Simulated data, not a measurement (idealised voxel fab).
Module name: voxel tone inversion (process module)
Pictured: cross-section cut, 260 nm wide, on a grid of 5 nm square cells.
Reading order for cross-sections: top band down to bottom band. Underlying form: a grid of square cells. Band size: one or more rows of cells.
Per band: top height and bottom height in nm, followed by the left-to-right materials and their widths in nm; "all across" marks a single material spanning edge to edge, "empty" marks empty space.
Height datum 0, below which the as-received substrate wafer is one material. Lowest band open at the bottom, running downward: "top 0, no bottom".
Read "30->40" as a graded width: first number on top, second number at the bottom, same change between each pair of neighbouring rows.
"remained the same" -> step changed no cross-section cell.
Enclosed voids (no open way to top), threshold 8 cells or more, entry "Voids, fully enclosed", notation width x height at distance, distance from left edge, nm.
On each step's line, the part that comes after the settings is the simulator's own comment on the step.
The "overlay nm" setting may appear on a step's line; for a step that uses a mask, it gives how far to the right of its planned position the mask lay, and a negative value indicates the left.

THE STEPS PLANNED FOR THE PROCESS ARE AS FOLLOWS
1 op RECEIVE | material Si
2 op CONFORMAL_DEP | material SiCN | thk nm 5
3 op DIRECTIONAL_DEP | material aC | thk nm 25
4 op PATTERN | tone cover | mask id POSTS | material resist | width nm 15 | pitch nm 45 | thk nm 30 | overlay nm 0
5 op DIRECTIONAL_ETCH | etch materials aC | depth nm 25
6 op STRIP | etch materials resist
7 op FILL_DEP | material SiO2 | thk nm 10
8 op CMP | height nm 30
9 op STRIP | etch materials aC
10 op CONFORMAL_DEP | material TiN | thk nm 5
11 op FILL_DEP | material Ru | thk nm 10
12 op CMP | height nm 30
13 op CONFORMAL_DEP | material SiCN | thk nm 5

THE FOLLOWING PERTAINS TO THE FIRST OF TWO WAFERS, WHICH WAS PROCESSED AS PLANNED

AS-RECEIVED WAFER CROSS-SECTION (AFTER STEP 1)
> top 0, no bottom  Si all across
> Voids, fully enclosed: none

ONCE STEP 2 IS THROUGH, THE WAFER LOOKS LIKE THIS IN CROSS-SECTION
> top 5, bottom 0  SiCN all across
> At heights below 0, the structure remains unaltered.

ONCE STEP 3 IS THROUGH, THE WAFER LOOKS LIKE THIS IN CROSS-SECTION
> top 30, bottom 5  aC all across
> At heights below 5, the structure remains unaltered.

ONCE STEP 4 IS THROUGH, THE WAFER LOOKS LIKE THIS IN CROSS-SECTION
> top 60, bottom 30  empty=75, resist=15, empty=30, resist=15, empty=30, resist=15, empty=80
> At heights below 30, the structure remains unaltered.

ONCE STEP 5 IS THROUGH, THE WAFER LOOKS LIKE THIS IN CROSS-SECTION
> top 35, bottom 30  empty=75, resist=15, empty=30, resist=15, empty=30, resist=15, empty=80
> top 30, bottom 5  empty=75, aC=15, empty=30, aC=15, empty=30, aC=15, empty=80
> At heights below 5, the structure remains unaltered.

ONCE STEP 6 IS THROUGH, THE WAFER LOOKS LIKE THIS IN CROSS-SECTION
> top 30, bottom 5  empty=75, aC=15, empty=30, aC=15, empty=30, aC=15, empty=80
> At heights below 5, the structure remains unaltered.

ONCE STEP 7 IS THROUGH, THE WAFER LOOKS LIKE THIS IN CROSS-SECTION
> top 40, bottom 30  SiO2 all across
> top 30, bottom 5  SiO2=75, aC=15, SiO2=30, aC=15, SiO2=30, aC=15, SiO2=80
> At heights below 5, the structure remains unaltered.

ONCE STEP 8 IS THROUGH, THE WAFER LOOKS LIKE THIS IN CROSS-SECTION
> top 30, bottom 5  SiO2=75, aC=15, SiO2=30, aC=15, SiO2=30, aC=15, SiO2=80
> At heights below 5, the structure remains unaltered.

ONCE STEP 9 IS THROUGH, THE WAFER LOOKS LIKE THIS IN CROSS-SECTION
> top 30, bottom 5  SiO2=75, empty=15, SiO2=30, empty=15, SiO2=30, empty=15, SiO2=80
> At heights below 5, the structure remains unaltered.

ONCE STEP 10 IS THROUGH, THE WAFER LOOKS LIKE THIS IN CROSS-SECTION
> top 35, bottom 30  TiN=80, empty=5, TiN=40, empty=5, TiN=40, empty=5, TiN=85
> top 30, bottom 10  SiO2=75, TiN=5, empty=5, TiN=5, SiO2=30, TiN=5, empty=5, TiN=5, SiO2=30, TiN=5, empty=5, TiN=5, SiO2=80
> top 10, bottom 5  SiO2=75, TiN=15, SiO2=30, TiN=15, SiO2=30, TiN=15, SiO2=80
> At heights below 5, the structure remains unaltered.

ONCE STEP 11 IS THROUGH, THE WAFER LOOKS LIKE THIS IN CROSS-SECTION
> top 45, bottom 35  Ru all across
> top 35, bottom 30  TiN=80, Ru=5, TiN=40, Ru=5, TiN=40, Ru=5, TiN=85
> top 30, bottom 10  SiO2=75, TiN=5, Ru=5, TiN=5, SiO2=30, TiN=5, Ru=5, TiN=5, SiO2=30, TiN=5, Ru=5, TiN=5, SiO2=80
> At heights below 10, the structure remains unaltered.

ONCE STEP 12 IS THROUGH, THE WAFER LOOKS LIKE THIS IN CROSS-SECTION
> top 30, bottom 10  SiO2=75, TiN=5, Ru=5, TiN=5, SiO2=30, TiN=5, Ru=5, TiN=5, SiO2=30, TiN=5, Ru=5, TiN=5, SiO2=80
> At heights below 10, the structure remains unaltered.

ONCE STEP 13 IS THROUGH, THE WAFER LOOKS LIKE THIS IN CROSS-SECTION
> top 35, bottom 30  SiCN all across
> At heights below 30, the structure remains unaltered.

COMPANION WAFER, THE SECOND OF TWO: SAME BEGINNING, SAME INTENDED SEQUENCE, ONE MISTAKE IN CARRYING IT OUT; THROUGH STEP 3 INCLUSIVE IT TRACKS THE FIRST EXACTLY

CROSS-SECTIONAL VIEW OF THE SECOND WAFER AT THE INTENDED END TIME OF PROCESS STEP 4
> top 60, bottom 30  resist=75, empty=15, resist=30, empty=15, resist=30, empty=15, resist=80
> At heights below 30, the structure remains unaltered.

CROSS-SECTIONAL VIEW OF THE SECOND WAFER AT THE INTENDED END TIME OF PROCESS STEP 5
> top 35, bottom 30  resist=75, empty=15, resist=30, empty=15, resist=30, empty=15, resist=80
> top 30, bottom 5  aC=75, empty=15, aC=30, empty=15, aC=30, empty=15, aC=80
> At heights below 5, the structure remains unaltered.

CROSS-SECTIONAL VIEW OF THE SECOND WAFER AT THE INTENDED END TIME OF PROCESS STEP 6
> top 30, bottom 5  aC=75, empty=15, aC=30, empty=15, aC=30, empty=15, aC=80
> At heights below 5, the structure remains unaltered.

CROSS-SECTIONAL VIEW OF THE SECOND WAFER AT THE INTENDED END TIME OF PROCESS STEP 7
> top 40, bottom 30  SiO2 all across
> top 30, bottom 5  aC=75, SiO2=15, aC=30, SiO2=15, aC=30, SiO2=15, aC=80
> At heights below 5, the structure remains unaltered.

CROSS-SECTIONAL VIEW OF THE SECOND WAFER AT THE INTENDED END TIME OF PROCESS STEP 8
> top 30, bottom 5  aC=75, SiO2=15, aC=30, SiO2=15, aC=30, SiO2=15, aC=80
> At heights below 5, the structure remains unaltered.

CROSS-SECTIONAL VIEW OF THE SECOND WAFER AT THE INTENDED END TIME OF PROCESS STEP 9
> top 30, bottom 5  empty=75, SiO2=15, empty=30, SiO2=15, empty=30, SiO2=15, empty=80
> At heights below 5, the structure remains unaltered.

CROSS-SECTIONAL VIEW OF THE SECOND WAFER AT THE INTENDED END TIME OF PROCESS STEP 10
> top 35, bottom 30  empty=70, TiN=25, empty=20, TiN=25, empty=20, TiN=25, empty=75
> top 30, bottom 10  empty=70, TiN=5, SiO2=15, TiN=5, empty=20, TiN=5, SiO2=15, TiN=5, empty=20, TiN=5, SiO2=15, TiN=5, empty=75
> top 10, bottom 5  TiN=75, SiO2=15, TiN=30, SiO2=15, TiN=30, SiO2=15, TiN=80
> At heights below 5, the structure remains unaltered.

CROSS-SECTIONAL VIEW OF THE SECOND WAFER AT THE INTENDED END TIME OF PROCESS STEP 11
> top 45, bottom 35  Ru all across
> top 35, bottom 30  Ru=70, TiN=25, Ru=20, TiN=25, Ru=20, TiN=25, Ru=75
> top 30, bottom 10  Ru=70, TiN=5, SiO2=15, TiN=5, Ru=20, TiN=5, SiO2=15, TiN=5, Ru=20, TiN=5, SiO2=15, TiN=5, Ru=75
> At heights below 10, the structure remains unaltered.

CROSS-SECTIONAL VIEW OF THE SECOND WAFER AT THE INTENDED END TIME OF PROCESS STEP 12
> top 30, bottom 10  Ru=70, TiN=5, SiO2=15, TiN=5, Ru=20, TiN=5, SiO2=15, TiN=5, Ru=20, TiN=5, SiO2=15, TiN=5, Ru=75
> At heights below 10, the structure remains unaltered.

CROSS-SECTIONAL VIEW OF THE SECOND WAFER AT THE INTENDED END TIME OF PROCESS STEP 13
> top 35, bottom 30  SiCN all across
> At heights below 30, the structure remains unaltered.
The mistake made against the process plan was this: note that step 4 departed from the planned setting and was carried out as op PATTERN | tone open | mask id POSTS | material resist | width nm 15 | pitch nm 45 | thk nm 30 | overlay nm 0
Final wafer comparison in cells, second versus first, more or fewer per material: 136 more of Ru, 170 fewer of SiO2, 34 more of TiN
